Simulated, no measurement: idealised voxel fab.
Proc. module: voxel self aligned contacts
Displayed cross-section: cut, width of 260 nm, square cells sized 5 nm.
We lay out every cross-section as a grid of square cells and spell it out in bands from the top down, where one band means one or more rows of cells. Top, bottom (nm), then materials left to right with widths (nm); lone material tagged "edge to edge" fills the whole band edge to edge; "air" = empty space. The level at which height equals 0 is the one under which the wafer, as it arrives, is entirely one material. No lower edge exists for the bottom band, which continues downward and is notated as in "0 nm and below". The two numbers in a width such as "30->40" mark its ends across the band: the first belongs to the top row of cells, the second to the bottom row, and from each row to the next the width moves by the same amount. A step reported as "no alteration" is a step in which no cell of the cross-section changed. Each empty space that has no open way to the top and spans at least 8 cells appears under "Completely enclosed voids" as width x height at distance, the distance counted from the left edge, all in nm. Note: text after step settings on the step line = simulator remark on that step. overlay nm: step with mask; distance mask lay right of planned place; negative value = left of planned place.

### Intended process steps
1 op RECEIVE | material Si
2 op CONFORMAL_DEP | material SiO2 | thk nm 5
3 op DIRECTIONAL_DEP | material polySi | thk nm 25
4 op DIRECTIONAL_DEP | material SiN | thk nm 20
5 op DIRECTIONAL_DEP | material aC | thk nm 10
6 op PATTERN | tone cover | mask id GATE | material resist | width nm 25 | pitch nm 70 | thk nm 25 | overlay nm 0
7 op DIRECTIONAL_ETCH | etch materials aC | depth nm 10
8 op STRIP | etch materials resist
9 op DIRECTIONAL_ETCH | etch materials SiN | depth nm 20
10 op DIRECTIONAL_ETCH | etch materials polySi | depth nm 25
11 op STRIP | etch materials aC
12 op CONFORMAL_DEP | material SiN | thk nm 10
13 op DIRECTIONAL_ETCH | etch materials SiN | depth nm 10
14 op FILL_DEP | material SiO2 | thk nm 15
15 op CMP | height nm 55
16 op MASKED_ETCH | tone open | mask id CONTACT | width nm 55 | etch materials SiO2 | depth nm 55 | overlay nm -15
17 op CONFORMAL_DEP | material TiN | thk nm 5
18 op FILL_DEP | material W | thk nm 5
19 op CMP | height nm 55
20 op CONFORMAL_DEP | material SiCN | thk nm 5
What sets these wafers apart? The overlay nm at step 16. They all start alike, and the plan carries the first wafer's value.

### The first of several wafers in cross-section, exactly as it reached us after step 1
- 0 nm and below | Si edge to edge
- Completely enclosed voids: none

### Cross-section of the first of several wafers once the module has run through its last step, step 20
- 60 nm to 55 nm | SiCN edge to edge
- 55 nm to 50 nm | SiO2 85; TiN 35; W 15; TiN 5; SiO2 120
- 50 nm to 30 nm | SiO2 70; SiN 45; TiN 5; W 15; TiN 5; SiN 45; SiO2 75
- 30 nm to 5 nm | SiO2 70; SiN 10; polySi 25; SiN 10; TiN 5; W 15; TiN 5; SiN 10; polySi 25; SiN 10; SiO2 75
- 5 nm to 0 nm | SiO2 115; TiN 25; SiO2 120
- 0 nm and below | Si edge to edge
- Completely enclosed voids: none

### Cross-section, last wafer, module completion
- 60 nm to 55 nm | SiCN edge to edge
- 55 nm to 50 nm | SiO2 115; TiN 5; W 15; TiN 35; SiO2 90
- 50 nm to 30 nm | SiO2 70; SiN 45; TiN 5; W 15; TiN 5; SiN 45; SiO2 75
- 30 nm to 5 nm | SiO2 70; SiN 10; polySi 25; SiN 10; TiN 5; W 15; TiN 5; SiN 10; polySi 25; SiN 10; SiO2 75
- 5 nm to 0 nm | SiO2 115; TiN 25; SiO2 120
- 0 nm and below | Si edge to edge
- Completely enclosed voids: none

### Below is a per-wafer table. In it, each row describes the wafer at the end of the module by giving, for each material, the number of cells gained (+) or lost (-) since the wafer was received, and after that the closed voids of the wafer
overlay nm -15 | +52 SiCN | +112 SiN | +349 SiO2 | +31 TiN | +30 W | +50 polySi | Completely enclosed voids: none
overlay nm -10 | +52 SiCN | +112 SiN | +349 SiO2 | +31 TiN | +30 W | +50 polySi | Completely enclosed voids: none
overlay nm -5 | +52 SiCN | +112 SiN | +349 SiO2 | +31 TiN | +30 W | +50 polySi | Completely enclosed voids: none
overlay nm 0 | +52 SiCN | +112 SiN | +349 SiO2 | +31 TiN | +30 W | +50 polySi | Completely enclosed voids: none
overlay nm 5 | +52 SiCN | +112 SiN | +349 SiO2 | +31 TiN | +30 W | +50 polySi | Completely enclosed voids: none
overlay nm 10 | +52 SiCN | +112 SiN | +349 SiO2 | +31 TiN | +30 W | +50 polySi | Completely enclosed voids: none
overlay nm 15 | +52 SiCN | +112 SiN | +349 SiO2 | +31 TiN | +30 W | +50 polySi | Completely enclosed voids: none
